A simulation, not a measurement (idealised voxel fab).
Process module, titled voxel trench capacitor
Xsec cut, 260 nm wide, square cell size 5 nm.
In this document a cross-section is written as a grid of square cells. It is given as a series of bands, listed from the top down, and a band is one or more rows of cells.
Per band: top height and bottom height in nm, followed by the left-to-right materials and their widths in nm; "all across" marks a single material spanning edge to edge, "empty" marks empty space.
All heights in this document are referenced to 0, defined as the level beneath which the wafer, as received, consists entirely of one material. The lowest band is not bounded below; it extends indefinitely downward and is written in the form "0 nm and below".
Think of "30->40" as a width that walks from the first number to the second as you go down the band, top row to bottom row, taking equal-sized steps from row to row.
"nothing was modified", as given for a step, is the statement that not any cell of the cross-section underwent a change during that step.
The entry "Internal closed voids" lists the empty spaces that cover at least 8 cells and have no open path to the top. Each is written as width x height at distance, where the distance is measured from the left edge and all three values are in nm.
Formally, on a step line, whatever follows the settings is a remark that the simulator itself makes on the step.
You can add "overlay nm" to a step's line. For a step with a mask, it describes how far the mask lay to the right of its planned position, and a negative number describes a lay to the left.
## This section lists the process steps that were planned
step 1: RECEIVE,material Si
step 2: CONFORMAL_DEP,material SiN,thk nm 10
step 3: DIRECTIONAL_DEP,material aC,thk nm 15
step 4: PATTERN,tone open,mask id TRENCH,material resist,width nm 30,pitch nm 60,thk nm 35,overlay nm 0
step 5: DIRECTIONAL_ETCH,etch materials aC,depth nm 15
step 6: STRIP,etch materials resist
step 7: DIRECTIONAL_ETCH,etch materials SiN,depth nm 10
step 8: DIRECTIONAL_ETCH,etch materials Si,depth nm 40
step 9: STRIP,etch materials aC
step 10: CONFORMAL_DEP,material HfO2,thk nm 5
step 11: CONFORMAL_DEP,material TiN,thk nm 5
step 12: FILL_DEP,material W,thk nm 10
step 13: CMP,height nm 10
## Cross-section, incoming material, after step 1
- 0 nm and below  Si all across
- Internal closed voids: none
## As-planned run: cross-section of the first of two wafers at end of module
- 10 nm to 0 nm  SiN 25 | HfO2 5 | TiN 5 | W 10 | TiN 5 | HfO2 5 | SiN 30 | HfO2 5 | TiN 5 | W 10 | TiN 5 | HfO2 5 | SiN 30 | HfO2 5 | TiN 5 | W 10 | TiN 5 | HfO2 5 | SiN 30 | HfO2 5 | TiN 5 | W 10 | TiN 5 | HfO2 5 | SiN 25
- 0 nm to -30 nm  Si 25 | HfO2 5 | TiN 5 | W 10 | TiN 5 | HfO2 5 | Si 30 | HfO2 5 | TiN 5 | W 10 | TiN 5 | HfO2 5 | Si 30 | HfO2 5 | TiN 5 | W 10 | TiN 5 | HfO2 5 | Si 30 | HfO2 5 | TiN 5 | W 10 | TiN 5 | HfO2 5 | Si 25
- -30 nm to -35 nm  Si 25 | HfO2 5 | TiN 20 | HfO2 5 | Si 30 | HfO2 5 | TiN 20 | HfO2 5 | Si 30 | HfO2 5 | TiN 20 | HfO2 5 | Si 30 | HfO2 5 | TiN 20 | HfO2 5 | Si 25
- -35 nm to -40 nm  Si 25 | HfO2 30 | Si 30 | HfO2 30 | Si 30 | HfO2 30 | Si 30 | HfO2 30 | Si 25
- -40 nm and below  Si all across
- Internal closed voids: none
## What the second wafer looks like in cross-section once the module is done. Its start and its plan matched the first wafer's exactly; what differed was one mistake in how it was run
- 10 nm to 0 nm  SiN 30 | HfO2 5 | TiN 5 | W 5 | TiN 5 | HfO2 5 | SiN 35 | HfO2 5 | TiN 5 | W 5 | TiN 5 | HfO2 5 | SiN 35 | HfO2 5 | TiN 5 | W 5 | TiN 5 | HfO2 5 | SiN 35 | HfO2 5 | TiN 5 | W 5 | TiN 5 | HfO2 5 | SiN 25
- 0 nm to -30 nm  Si 30 | HfO2 5 | TiN 5 | W 5 | TiN 5 | HfO2 5 | Si 35 | HfO2 5 | TiN 5 | W 5 | TiN 5 | HfO2 5 | Si 35 | HfO2 5 | TiN 5 | W 5 | TiN 5 | HfO2 5 | Si 35 | HfO2 5 | TiN 5 | W 5 | TiN 5 | HfO2 5 | Si 25
- -30 nm to -35 nm  Si 30 | HfO2 5 | TiN 15 | HfO2 5 | Si 35 | HfO2 5 | TiN 15 | HfO2 5 | Si 35 | HfO2 5 | TiN 15 | HfO2 5 | Si 35 | HfO2 5 | TiN 15 | HfO2 5 | Si 25
- -35 nm to -40 nm  Si 30 | HfO2 25 | Si 35 | HfO2 25 | Si 35 | HfO2 25 | Si 35 | HfO2 25 | Si 25
- -40 nm and below  Si all across
- Internal closed voids: none
Run error: step 4 ran as: PATTERN,tone open,mask id TRENCH,material resist,width nm 25,pitch nm 60,thk nm 35,overlay nm 0
FYI, end of process, the second wafer has more or fewer cells of some materials than the first: -4 HfO2, +32 Si, +8 SiN, -4 TiN, -32 W
